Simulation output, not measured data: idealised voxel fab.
You're looking at the process module voxel capacitor over wiring.
285 nm wide, 5 nm square cells: that's cross-section cut.
Just so we're on the same page, the cross-sections are grids of square cells, and they're listed out in bands top to bottom, each band one or more rows deep.
For a band, the entry starts with two heights in nm, that of the top and then that of the bottom, and carries on with the band's materials in order from left to right, each alongside its width in nm; the word "all across" beside a single material means it fills the band edge to edge, and "blank" means empty space.
We count height from 0. Below that, the starting wafer is all one material. The lowest band never ends at the bottom but goes on down; see "0..down" for how that is written.
Note: "30..40" means the width goes from the first number (top row of the band) to the second number (bottom row) in equal steps per row of cells.
Basically "identical to before" means that step didn't change any cell in the cross-section.
Look at "Sealed void list" for the closed voids: empty spaces with no open path to the top, sized 8 cells or up. Each is width x height at distance, distance from the left edge, all nm.
Where a step's line continues beyond its settings, the continuation is a remark by the simulator itself on that step.
The setting "overlay nm" may be written on the line of a step. When the step uses a mask, the value reports how far to the right of the planned place the mask lay, and a negative value reports that it lay to the left.
[Intended process steps]
1 RECEIVE with material Si
2 CONFORMAL_DEP with material SiO2, thk nm 10
3 DIRECTIONAL_DEP with material TiN, thk nm 5
4 DIRECTIONAL_DEP with material Ru, thk nm 15
5 PATTERN with tone cover, mask id METAL_1, material resist, width nm 30, pitch nm 80, thk nm 20, overlay nm 0
6 DIRECTIONAL_ETCH with etch materials Ru, depth nm 15
7 DIRECTIONAL_ETCH with etch materials TiN, depth nm 5
8 STRIP with etch materials resist
9 CONFORMAL_DEP with material SiN, thk nm 5
10 FILL_DEP with material lowk, thk nm 5
11 CMP with height nm 30
12 CONFORMAL_DEP with material SiCN, thk nm 5
13 DIRECTIONAL_DEP with material SiO2, thk nm 10
14 MASKED_ETCH with tone open, mask id PLUG_1, width nm 15, etch materials SiO2, depth nm 10, overlay nm 0
15 MASKED_ETCH with tone open, mask id PLUG_1, width nm 15, etch materials SiCN, depth nm 5, overlay nm 0
16 EPI with material Ru, thk nm 10
17 EPI with material Ru, thk nm 5
18 DIRECTIONAL_DEP with material TiN, thk nm 10
19 DIRECTIONAL_DEP with material Al2O3, thk nm 5
20 DIRECTIONAL_DEP with material TiN, thk nm 10
21 PATTERN with tone cover, mask id UPPER_PLATE, material resist, width nm 55, thk nm 20, overlay nm 0
22 DIRECTIONAL_ETCH with etch materials TiN, depth nm 10
23 DIRECTIONAL_ETCH with etch materials Al2O3, depth nm 5
24 STRIP with etch materials resist
25 MASKED_ETCH with tone cover, mask id LOWER_PLATE, width nm 65, etch materials TiN, depth nm 10, overlay nm 0
26 FILL_DEP with material SiO2, thk nm 15
27 CMP with height nm 80
28 DIRECTIONAL_DEP with material aC, thk nm 10
29 PATTERN with tone open, mask id PLUG_2, material resist, width nm 15, thk nm 30, overlay nm 0
30 DIRECTIONAL_ETCH with etch materials aC, depth nm 10
31 STRIP with etch materials resist
32 DIRECTIONAL_ETCH with etch materials SiO2, depth nm 10
33 STRIP with etch materials aC
34 CONFORMAL_DEP with material TiN, thk nm 5
35 FILL_DEP with material Ru, thk nm 5
36 CMP with height nm 80
37 CONFORMAL_DEP with material SiCN, thk nm 5
[As received (post step 1): cross-section]
0..down = Si all across
Sealed void list: none
[First of two wafers, end-of-module section, run followed plan]
85..80 = SiCN all across
80..75 = SiO2 110; TiN 5; Ru 5; TiN 5; SiO2 160
75..70 = SiO2 110; TiN 15; SiO2 160
70..60 = SiO2 100; TiN 55; SiO2 130
60..55 = SiO2 100; Al2O3 55; SiO2 130
55..45 = SiO2 95; TiN 65; SiO2 125
45..35 = SiO2 100; Ru 15; SiO2 170
35..30 = SiCN 100; Ru 15; SiCN 170
30..15 = lowk 80; SiN 5; Ru 30; SiN 5; lowk 40; SiN 5; Ru 30; SiN 5; lowk 85
15..10 = SiN 85; TiN 30; SiN 50; TiN 30; SiN 90
10..0 = SiO2 all across
0..down = Si all across
Sealed void list: none
[So this is wafer number two of the two, cut at the end of the module - it started where the first did and had the same plan, we just got one thing wrong running it]
85..80 = SiCN all across
80..75 = SiO2 110; TiN 5; Ru 5; TiN 5; SiO2 160
75..70 = SiO2 110; TiN 15; SiO2 160
70..65 = SiO2 all across
65..55 = SiO2 100; TiN 55; SiO2 130
55..45 = SiO2 95; TiN 65; SiO2 125
45..35 = SiO2 100; Ru 15; SiO2 170
35..30 = SiCN 100; Ru 15; SiCN 170
30..15 = lowk 80; SiN 5; Ru 30; SiN 5; lowk 40; SiN 5; Ru 30; SiN 5; lowk 85
15..10 = SiN 85; TiN 30; SiN 50; TiN 30; SiN 90
10..0 = SiO2 all across
0..down = Si all across
Sealed void list: none
Finding, execution versus plan: yeah, step 19 of the plan got skipped, never ran
Final comparison by cell count, materials where the second wafer has more or fewer than the first: Al2O3 -11; SiO2 +11
